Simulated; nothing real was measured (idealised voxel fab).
The name of this process module is voxel gate over fins.
The cross-section on display is named cut; it measures 220 nm wide, and its cells are 5 nm squares.
Just so we're on the same page, the cross-sections are grids of square cells, and they're listed out in bands top to bottom, each band one or more rows deep.
Read a band's entry like this: the first values are the height of its top and the height of its bottom in nm, and what follows is the sequence of materials from left to right, each with its width in nm. Note that "empty" is empty space, and that a single material marked "all across" reaches across the band from edge to edge.
Counting heights begins at 0, where everything beneath is, in the wafer as received, one material. The lowest band has no bottom; it goes on downwards, as "0 down" shows.
Read "30 to 40" as a graded width: first number on top, second number at the bottom, same change between each pair of neighbouring rows.
Step marked "no change"? Then no cell in the cross-section changed in it.
Under "Unvented voids" you'll find the enclosed gaps, the ones with no way out to the top, that are 8 cells or bigger; each reads width x height at distance, with distance counted from the left edge, everything in nm.
That trailing text on a step's line, after the settings, is the simulator's own remark on the step.
overlay nm: mask right of planned place by this much (step with mask). Neg. = left.

Steps in the process plan:
1. RECEIVE,material Si
2. CONFORMAL_DEP,material SiN,thk nm 10
3. PATTERN,tone cover,mask id FINS,material resist,width nm 15,pitch nm 45,thk nm 15,overlay nm 0
4. DIRECTIONAL_ETCH,etch materials SiN,depth nm 10
5. DIRECTIONAL_ETCH,etch materials Si,depth nm 40
6. STRIP,etch materials resist
7. FILL_DEP,material SiO2,thk nm 15
8. CMP,height nm 10
9. SELECTIVE_ETCH,etch materials SiO2,depth nm 20
10. STRIP,etch materials SiN
11. CONFORMAL_DEP,material HfO2,thk nm 5
12. CONFORMAL_DEP,material TiN,thk nm 5
13. CONFORMAL_DEP,material TiAl,thk nm 5
14. CONFORMAL_DEP,material TiN,thk nm 5
15. FILL_DEP,material W,thk nm 15
16. CMP,height nm 30
17. CONFORMAL_DEP,material SiCN,thk nm 10

Cross-section, incoming material, after step 1:
	0 down  Si all across
	Unvented voids: none

As-planned run: cross-section of the first of two wafers at end of module:
	40 to 30  SiCN all across
	30 to 20  W all across
	20 to 15  W 15 | TiN 190 | W 15
	15 to 10  W 15 | TiN 5 | TiAl 180 | TiN 5 | W 15
	10 to 5  TiN 20 | TiAl 5 | TiN 35 | TiAl 10 | TiN 35 | TiAl 10 | TiN 35 | TiAl 10 | TiN 35 | TiAl 5 | TiN 20
	5 to 0  TiAl 25 | TiN 5 | HfO2 25 | TiN 5 | TiAl 10 | TiN 5 | HfO2 25 | TiN 5 | TiAl 10 | TiN 5 | HfO2 25 | TiN 5 | TiAl 10 | TiN 5 | HfO2 25 | TiN 5 | TiAl 25
	0 to -5  TiN 30 | HfO2 5 | Si 15 | HfO2 5 | TiN 20 | HfO2 5 | Si 15 | HfO2 5 | TiN 20 | HfO2 5 | Si 15 | HfO2 5 | TiN 20 | HfO2 5 | Si 15 | HfO2 5 | TiN 30
	-5 to -10  HfO2 35 | Si 15 | HfO2 30 | Si 15 | HfO2 30 | Si 15 | HfO2 30 | Si 15 | HfO2 35
	-10 to -40  SiO2 35 | Si 15 | SiO2 30 | Si 15 | SiO2 30 | Si 15 | SiO2 30 | Si 15 | SiO2 35
	-40 down  Si all across
	Unvented voids: none

Wafer two, sectioned after the module: the first wafer's start, the first wafer's plan, and one mistake in how it was run:
	40 to 20  W all across
	20 to 15  W 15 | TiN 190 | W 15
	15 to 10  W 15 | TiN 5 | TiAl 180 | TiN 5 | W 15
	10 to 5  TiN 20 | TiAl 5 | TiN 35 | TiAl 10 | TiN 35 | TiAl 10 | TiN 35 | TiAl 10 | TiN 35 | TiAl 5 | TiN 20
	5 to 0  TiAl 25 | TiN 5 | HfO2 25 | TiN 5 | TiAl 10 | TiN 5 | HfO2 25 | TiN 5 | TiAl 10 | TiN 5 | HfO2 25 | TiN 5 | TiAl 10 | TiN 5 | HfO2 25 | TiN 5 | TiAl 25
	0 to -5  TiN 30 | HfO2 5 | Si 15 | HfO2 5 | TiN 20 | HfO2 5 | Si 15 | HfO2 5 | TiN 20 | HfO2 5 | Si 15 | HfO2 5 | TiN 20 | HfO2 5 | Si 15 | HfO2 5 | TiN 30
	-5 to -10  HfO2 35 | Si 15 | HfO2 30 | Si 15 | HfO2 30 | Si 15 | HfO2 30 | Si 15 | HfO2 35
	-10 to -40  SiO2 35 | Si 15 | SiO2 30 | Si 15 | SiO2 30 | Si 15 | SiO2 30 | Si 15 | SiO2 35
	-40 down  Si all across
	Unvented voids: none
It is concluded that the wafer was processed incorrectly with respect to the plan, in that step 17: run off-plan, actual operation and settings CONFORMAL_DEP,material W,thk nm 10
Once processing is complete, comparing cell counts shows that the second wafer has more or fewer of certain materials than the first: 88 fewer of SiCN; 88 more of W
